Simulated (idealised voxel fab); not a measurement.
process module | voxel self aligned vias
cross-section cut | 280 nm wide | cells 5 nm
If you're reading a cross-section in this doc, picture square cells in a grid; it comes to you as bands, top ones listed first down to the bottom, and a band can be one or more rows of cells.
Top height, bottom height, nm. Materials left to right, width each, nm. Single material + "full width" = fills band edge to edge. "air" = empty.
Beneath 0, the wafer as received is one material, and that level is where height counting begins. The lowest band goes on downward without a bottom; it is written like "from 0 down".
Width "30->40": first value at the band's top row of cells, second value at its bottom row, equal change from row to row.
Take "remained the same" at face value: in the step it is given for, the cross-section changed in none of its cells.
Look at "Closed internal voids" for the closed voids: empty spaces with no open path to the top, sized 8 cells or up. Each is width x height at distance, distance from the left edge, all nm.
Step line, after settings: the simulator's comment on this step.
A step's line can hold "overlay nm"; with a mask on that step, the setting says how far right of the planned place the mask lay, while a negative setting says it lay to the left.
Process steps - plan:
step 1: RECEIVE [material Si]
step 2: CONFORMAL_DEP [material SiO2] [thk nm 15]
step 3: CONFORMAL_DEP [material SiCN] [thk nm 5]
step 4: DIRECTIONAL_DEP [material SiO2] [thk nm 30]
step 5: PATTERN [tone open] [mask id LINES] [material resist] [width nm 30] [pitch nm 70] [thk nm 20] [overlay nm 0]
step 6: DIRECTIONAL_ETCH [etch materials SiO2] [depth nm 30]
step 7: STRIP [etch materials resist]
step 8: CONFORMAL_DEP [material TiN] [thk nm 5]
step 9: FILL_DEP [material Ru] [thk nm 5]
step 10: CMP [height nm 50]
step 11: SELECTIVE_ETCH [etch materials W Ru TiN] [depth nm 10]
step 12: FILL_DEP [material SiN] [thk nm 5]
step 13: CMP [height nm 50]
step 14: DIRECTIONAL_DEP [material SiO2] [thk nm 15]
step 15: MASKED_ETCH [tone open] [mask id VIAS] [width nm 50] [pitch nm 70] [etch materials SiO2] [depth nm 15] [overlay nm 0]
step 16: MASKED_ETCH [tone open] [mask id VIAS] [width nm 50] [pitch nm 70] [etch materials SiN] [depth nm 10] [overlay nm 0]
step 17: CONFORMAL_DEP [material TiN] [thk nm 5]
step 18: FILL_DEP [material Ru] [thk nm 5]
step 19: CMP [height nm 65]
step 20: CONFORMAL_DEP [material SiN] [thk nm 5]
Step 1 complete: cross-section of the wafer as received:
	from 0 down: Si full width
	Closed internal voids: none
What the wafer looks like in cross-section after this module, when it starts as shown above and follows the plan above but one mistake is made in running it:
	from 70 to 65: SiN full width
	from 65 to 55: 45 of SiO2  5 of TiN  40 of Ru  5 of TiN  20 of SiO2  5 of TiN  40 of Ru  5 of TiN  20 of SiO2  5 of TiN  40 of Ru  5 of TiN  45 of SiO2
	from 55 to 45: 45->65 of SiO2  25->5 of TiN  20 of Ru  5 of TiN  20->40 of SiO2  25->5 of TiN  20 of Ru  5 of TiN  20->40 of SiO2  25->5 of TiN  20 of Ru  5 of TiN  45 of SiO2
	from 45 to 40: 65 of SiO2  30 of TiN  40 of SiO2  30 of TiN  40 of SiO2  30 of TiN  45 of SiO2
	from 40 to 25: 65 of SiO2  5 of TiN  20 of Ru  5 of TiN  40 of SiO2  5 of TiN  20 of Ru  5 of TiN  40 of SiO2  5 of TiN  20 of Ru  5 of TiN  45 of SiO2
	from 25 to 20: 65 of SiO2  30 of TiN  40 of SiO2  30 of TiN  40 of SiO2  30 of TiN  45 of SiO2
	from 20 to 15: SiCN full width
	from 15 to 0: SiO2 full width
	from 0 down: Si full width
	Closed internal voids: none
It is concluded that the wafer was processed incorrectly with respect to the plan, in that step 5 ran differently from the plan; actual operation with settings: PATTERN [tone open] [mask id LINES] [material resist] [width nm 30] [pitch nm 70] [thk nm 20] [overlay nm 10]
